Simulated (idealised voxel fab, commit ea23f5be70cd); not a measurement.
voxel spacer lines: a process module
Section shown: cut. Width: 260 nm. Cell size: 5 nm, square.
Cross-section format: a grid of square cells, given as bands from top to bottom; each band is one or more rows of cells. For a band, the entry starts with two heights in nm, that of the top and then that of the bottom, and carries on with the band's materials in order from left to right, each alongside its width in nm; the word "everywhere" beside a single material means it fills the band edge to edge, and "blank" means empty space. Height reference: 0 = level under which incoming wafer is all one material. Lowest band: no bottom, runs on downward, e.g. "0 nm and below". Think of "30..40" as a width that walks from the first number to the second as you go down the band, top row to bottom row, taking equal-sized steps from row to row. "same as before" (step): cross-section cells unchanged, all of them. "Closed void catalog": sealed empty spaces, 8 cells or more, no open way to top, listed width x height at distance, with distance from the left edge and width, height and distance in nm. Heads up: the bit after the settings on a step's line is the simulator's remark on that step. overlay nm: mask offset rightward from planned place, masked step; negative means leftward offset.
THE FOLLOWING LIST GIVES THE PLANNED PROCESS STEPS
1) RECEIVE | material Si
2) CONFORMAL_DEP | material Al2O3 | thk nm 10
3) DIRECTIONAL_DEP | material polySi | thk nm 10
4) DIRECTIONAL_DEP | material aC | thk nm 25
5) PATTERN | tone cover | mask id MANDREL | material resist | width nm 25 | pitch nm 80 | thk nm 35 | overlay nm 0
6) DIRECTIONAL_ETCH | etch materials aC | depth nm 25
7) STRIP | etch materials resist
8) CONFORMAL_DEP | material SiN | thk nm 15
9) DIRECTIONAL_ETCH | etch materials SiN | depth nm 15
10) STRIP | etch materials aC
11) DIRECTIONAL_ETCH | etch materials polySi | depth nm 10
12) STRIP | etch materials SiN
FIRST WAFER OUT OF TWO, PROCESSED AS PLANNED
SO THIS IS THE INCOMING WAFER IN CROSS-SECTION - IT'S ALREADY BEEN THROUGH STEP 1
0 nm and below = Si everywhere
Closed void catalog: none
CROSS-SECTIONAL REPRESENTATION OF THE WAFER AT THE CONCLUSION OF STEP 2
10 nm to 0 nm = Al2O3 everywhere
Everything under 0 stays put, no change at all.
CROSS-SECTIONAL REPRESENTATION OF THE WAFER AT THE CONCLUSION OF STEP 3
20 nm to 10 nm = polySi everywhere
Everything under 10 stays put, no change at all.
CROSS-SECTIONAL REPRESENTATION OF THE WAFER AT THE CONCLUSION OF STEP 4
45 nm to 20 nm = aC everywhere
Everything under 20 stays put, no change at all.
CROSS-SECTIONAL REPRESENTATION OF THE WAFER AT THE CONCLUSION OF STEP 5
80 nm to 45 nm = 75 nm blank | 25 nm resist | 55 nm blank | 25 nm resist | 80 nm blank
Everything under 45 stays put, no change at all.
CROSS-SECTIONAL REPRESENTATION OF THE WAFER AT THE CONCLUSION OF STEP 6
55 nm to 45 nm = 75 nm blank | 25 nm resist | 55 nm blank | 25 nm resist | 80 nm blank
45 nm to 20 nm = 75 nm blank | 25 nm aC | 55 nm blank | 25 nm aC | 80 nm blank
Everything under 20 stays put, no change at all.
CROSS-SECTIONAL REPRESENTATION OF THE WAFER AT THE CONCLUSION OF STEP 7
45 nm to 20 nm = 75 nm blank | 25 nm aC | 55 nm blank | 25 nm aC | 80 nm blank
Everything under 20 stays put, no change at all.
CROSS-SECTIONAL REPRESENTATION OF THE WAFER AT THE CONCLUSION OF STEP 8
60 nm to 45 nm = 60 nm blank | 55 nm SiN | 25 nm blank | 55 nm SiN | 65 nm blank
45 nm to 35 nm = 60 nm blank | 15 nm SiN | 25 nm aC | 15 nm SiN | 25 nm blank | 15 nm SiN | 25 nm aC | 15 nm SiN | 65 nm blank
35 nm to 20 nm = 75 nm SiN | 25 nm aC | 55 nm SiN | 25 nm aC | 80 nm SiN
Everything under 20 stays put, no change at all.
CROSS-SECTIONAL REPRESENTATION OF THE WAFER AT THE CONCLUSION OF STEP 9
45 nm to 20 nm = 60 nm blank | 15 nm SiN | 25 nm aC | 15 nm SiN | 25 nm blank | 15 nm SiN | 25 nm aC | 15 nm SiN | 65 nm blank
Everything under 20 stays put, no change at all.
CROSS-SECTIONAL REPRESENTATION OF THE WAFER AT THE CONCLUSION OF STEP 10
45 nm to 20 nm = 60 nm blank | 15 nm SiN | 25 nm blank | 15 nm SiN | 25 nm blank | 15 nm SiN | 25 nm blank | 15 nm SiN | 65 nm blank
Everything under 20 stays put, no change at all.
CROSS-SECTIONAL REPRESENTATION OF THE WAFER AT THE CONCLUSION OF STEP 11
45 nm to 20 nm = 60 nm blank | 15 nm SiN | 25 nm blank | 15 nm SiN | 25 nm blank | 15 nm SiN | 25 nm blank | 15 nm SiN | 65 nm blank
20 nm to 10 nm = 60 nm blank | 15 nm polySi | 25 nm blank | 15 nm polySi | 25 nm blank | 15 nm polySi | 25 nm blank | 15 nm polySi | 65 nm blank
Everything under 10 stays put, no change at all.
CROSS-SECTIONAL REPRESENTATION OF THE WAFER AT THE CONCLUSION OF STEP 12
20 nm to 10 nm = 60 nm blank | 15 nm polySi | 25 nm blank | 15 nm polySi | 25 nm blank | 15 nm polySi | 25 nm blank | 15 nm polySi | 65 nm blank
Everything under 10 stays put, no change at all.
SECOND WAFER. START AND PLAN AS FOR THE FIRST. ONE MISTAKE MADE IN RUNNING. AGREES WITH THE FIRST UP TO AND INCLUDING STEP 4
SECOND WAFER, CUT VIEW, END OF STEP 5 PER PLAN
80 nm to 45 nm = 70 nm blank | 35 nm resist | 45 nm blank | 35 nm resist | 75 nm blank
Everything under 45 stays put, no change at all.
SECOND WAFER, CUT VIEW, END OF STEP 6 PER PLAN
55 nm to 45 nm = 70 nm blank | 35 nm resist | 45 nm blank | 35 nm resist | 75 nm blank
45 nm to 20 nm = 70 nm blank | 35 nm aC | 45 nm blank | 35 nm aC | 75 nm blank
Everything under 20 stays put, no change at all.
SECOND WAFER, CUT VIEW, END OF STEP 7 PER PLAN
45 nm to 20 nm = 70 nm blank | 35 nm aC | 45 nm blank | 35 nm aC | 75 nm blank
Everything under 20 stays put, no change at all.
SECOND WAFER, CUT VIEW, END OF STEP 8 PER PLAN
60 nm to 45 nm = 55 nm blank | 65 nm SiN | 15 nm blank | 65 nm SiN | 60 nm blank
45 nm to 35 nm = 55 nm blank | 15 nm SiN | 35 nm aC | 15 nm SiN | 15 nm blank | 15 nm SiN | 35 nm aC | 15 nm SiN | 60 nm blank
35 nm to 20 nm = 70 nm SiN | 35 nm aC | 45 nm SiN | 35 nm aC | 75 nm SiN
Everything under 20 stays put, no change at all.
SECOND WAFER, CUT VIEW, END OF STEP 9 PER PLAN
45 nm to 20 nm = 55 nm blank | 15 nm SiN | 35 nm aC | 15 nm SiN | 15 nm blank | 15 nm SiN | 35 nm aC | 15 nm SiN | 60 nm blank
Everything under 20 stays put, no change at all.
SECOND WAFER, CUT VIEW, END OF STEP 10 PER PLAN
45 nm to 20 nm = 55 nm blank | 15 nm SiN | 35 nm blank | 15 nm SiN | 15 nm blank | 15 nm SiN | 35 nm blank | 15 nm SiN | 60 nm blank
Everything under 20 stays put, no change at all.
SECOND WAFER, CUT VIEW, END OF STEP 11 PER PLAN
45 nm to 20 nm = 55 nm blank | 15 nm SiN | 35 nm blank | 15 nm SiN | 15 nm blank | 15 nm SiN | 35 nm blank | 15 nm SiN | 60 nm blank
20 nm to 10 nm = 55 nm blank | 15 nm polySi | 35 nm blank | 15 nm polySi | 15 nm blank | 15 nm polySi | 35 nm blank | 15 nm polySi | 60 nm blank
Everything under 10 stays put, no change at all.
SECOND WAFER, CUT VIEW, END OF STEP 12 PER PLAN
20 nm to 10 nm = 55 nm blank | 15 nm polySi | 35 nm blank | 15 nm polySi | 15 nm blank | 15 nm polySi | 35 nm blank | 15 nm polySi | 60 nm blank
Everything under 10 stays put, no change at all.
Diagnosis: step 5 went in with a setting other than planned; the actual run was PATTERN | tone cover | mask id MANDREL | material resist | width nm 35 | pitch nm 80 | thk nm 35 | overlay nm 0
at the end the second wafer has, in cells: as many of each material as the first, in other places
